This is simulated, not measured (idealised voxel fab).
The following process module bears the name voxel air gaps.
In the cross-section labelled cut, the width is 210 nm and each square cell is 5 nm.
A cross-section in this document is a grid of square cells, and it is written down as bands, the top band listed before the ones below it; a band is made up of one or more rows of cells.
This entry defines a band. It first specifies the height of the band's top and the height of its bottom in nm, and then specifies the band's materials from left to right, stating each material with its width in nm. The word "throughout" identifies a single material that fills the band from edge to edge, while the word "blank" identifies empty space.
Height reference: 0 = level under which incoming wafer is all one material. Lowest band: no bottom, runs on downward, e.g. "0 down".
With a width like "30..40", each row of cells in the band differs from the next by the same amount, the top row carrying the first number and the bottom row the second.
When a step is marked "no alterations made", none of the cells in the cross-section changed during that step.
Empty spaces without an open route to the top, at least 8 cells in extent, make up the entry "Closed voids list"; each is given as width x height at distance, where the distance is measured from the left edge, and all are in nm.
Note: text after step settings on the step line = simulator remark on that step.
overlay nm: how far to the right of its planned place the mask lay on this masked step (negative: to the left).
Process steps foreseen in the plan:
1: RECEIVE,material Si
2: CONFORMAL_DEP,material SiO2,thk nm 10
3: CONFORMAL_DEP,material SiCN,thk nm 5
4: DIRECTIONAL_DEP,material lowk,thk nm 35
5: DIRECTIONAL_DEP,material aC,thk nm 15
6: PATTERN,tone open,mask id LINES,material resist,width nm 15,pitch nm 45,thk nm 35,overlay nm 0
7: DIRECTIONAL_ETCH,etch materials aC,depth nm 15
8: STRIP,etch materials resist
9: DIRECTIONAL_ETCH,etch materials lowk,depth nm 35
10: STRIP,etch materials aC
11: CONFORMAL_DEP,material TiN,thk nm 5
12: FILL_DEP,material W,thk nm 10
13: CMP,height nm 50
14: EPI,material Ru,thk nm 10
15: SELECTIVE_ETCH,etch materials lowk,depth nm 45
16: CONFORMAL_DEP,material SiCN,thk nm 5
All wafers enter the flow in the same state. The width nm at step 6 differs from wafer to wafer, and the plan gives the value for the first wafer.
Cross-section of the first of several received wafers, showing its state after step 1:
* 0 down  Si throughout
* Closed voids list: none
Where each wafer stands at the end of the module, a row apiece: cells of each material gained (+) or lost (-) since it was received, then closed voids:
width nm 15; +42 Ru; +162 SiCN; +84 SiO2; +45 TiN; +18 W; Closed voids list: 20 x 25 at 70; 20 x 25 at 115
width nm 20; +48 Ru; +154 SiCN; +84 SiO2; +48 TiN; +36 W; Closed voids list: 15 x 25 at 75; 15 x 25 at 120
width nm 25; +54 Ru; +110 SiCN; +84 SiO2; +51 TiN; +54 W; +56 lowk; Closed voids list: none
width nm 30; +56 Ru; +110 SiCN; +84 SiO2; +54 TiN; +72 W; +42 lowk; Closed voids list: none
